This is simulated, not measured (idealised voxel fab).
voxel self aligned vias: a process module
In the cross-section labelled cut, the width is 240 nm and each square cell is 5 nm.
When this document writes out a cross-section, it uses a grid of square cells and lists it as bands, beginning at the top and moving down, with a band standing for one or more rows of cells. Top height, bottom height, nm. Materials left to right, width each, nm. Single material + "throughout" = fills band edge to edge. "blank" = empty. Beneath 0, the wafer as received is one material, and that level is where height counting begins. The lowest band goes on downward without a bottom; it is written like "z 0 and below". Read "30->40" as a graded width: first number on top, second number at the bottom, same change between each pair of neighbouring rows. Basically "everything unchanged" means that step didn't change any cell in the cross-section. Any empty space of 8 cells or more lacking an open way to the top shows up in "Sealed voids" as width x height at distance, distance from the left edge, in nm. Formally, on a step line, whatever follows the settings is a remark that the simulator itself makes on the step. overlay nm: right-of-plan distance of the mask on a masked step; negative values mean left-of-plan.

-- The following list gives the planned process steps
1: RECEIVE | material Si
2: CONFORMAL_DEP | material SiO2 | thk nm 15
3: CONFORMAL_DEP | material SiCN | thk nm 5
4: DIRECTIONAL_DEP | material SiO2 | thk nm 25
5: MASKED_ETCH | tone open | mask id LINES | width nm 30 | pitch nm 55 | etch materials SiO2 | depth nm 25 | overlay nm 0
6: CONFORMAL_DEP | material TiN | thk nm 5
7: FILL_DEP | material W | thk nm 10
8: CMP | height nm 45
9: SELECTIVE_ETCH | etch materials W Ru TiN | depth nm 5
10: FILL_DEP | material SiN | thk nm 10
11: CMP | height nm 45
12: DIRECTIONAL_DEP | material SiO2 | thk nm 20
13: MASKED_ETCH | tone open | mask id VIAS | width nm 40 | pitch nm 55 | etch materials SiO2 | depth nm 20 | overlay nm 0
14: MASKED_ETCH | tone open | mask id VIAS | width nm 40 | pitch nm 55 | etch materials SiN | depth nm 5 | overlay nm 0
15: CONFORMAL_DEP | material TiN | thk nm 5
16: FILL_DEP | material W | thk nm 10
17: CMP | height nm 65
18: CONFORMAL_DEP | material SiCN | thk nm 5

-- Delivered wafer in cross-section: state after step 1
  z 0 and below: Si throughout
  Sealed voids: none

-- What the wafer looks like in cross-section after this module, when it starts as shown above and follows the plan above but one mistake is made in running it
  z 70 to 65: SiCN throughout
  z 65 to 50: SiO2 (60) / TiN (5) / W (30) / TiN (5) / SiO2 (15) / TiN (5) / W (30) / TiN (5) / SiO2 (85)
  z 50 to 45: SiO2 (60) / TiN (20) / W (15) / TiN (5) / SiO2 (15) / TiN (20) / W (15) / TiN (5) / SiO2 (85)
  z 45 to 40: SiO2 (75) / TiN (25) / SiN (5) / SiO2 (25) / TiN (25) / SiN (5) / SiO2 (80)
  z 40 to 25: SiO2 (75) / TiN (5) / W (20) / TiN (5) / SiO2 (25) / TiN (5) / W (20) / TiN (5) / SiO2 (80)
  z 25 to 20: SiO2 (75) / TiN (30) / SiO2 (25) / TiN (30) / SiO2 (80)
  z 20 to 15: SiCN throughout
  z 15 to 0: SiO2 throughout
  z 0 and below: Si throughout
  Sealed voids: none
What went wrong in running the wafer? in deviation from the planned setting, step 13 was conducted as MASKED_ETCH | tone open | mask id VIAS | width nm 40 | pitch nm 55 | etch materials SiO2 | depth nm 20 | overlay nm -10
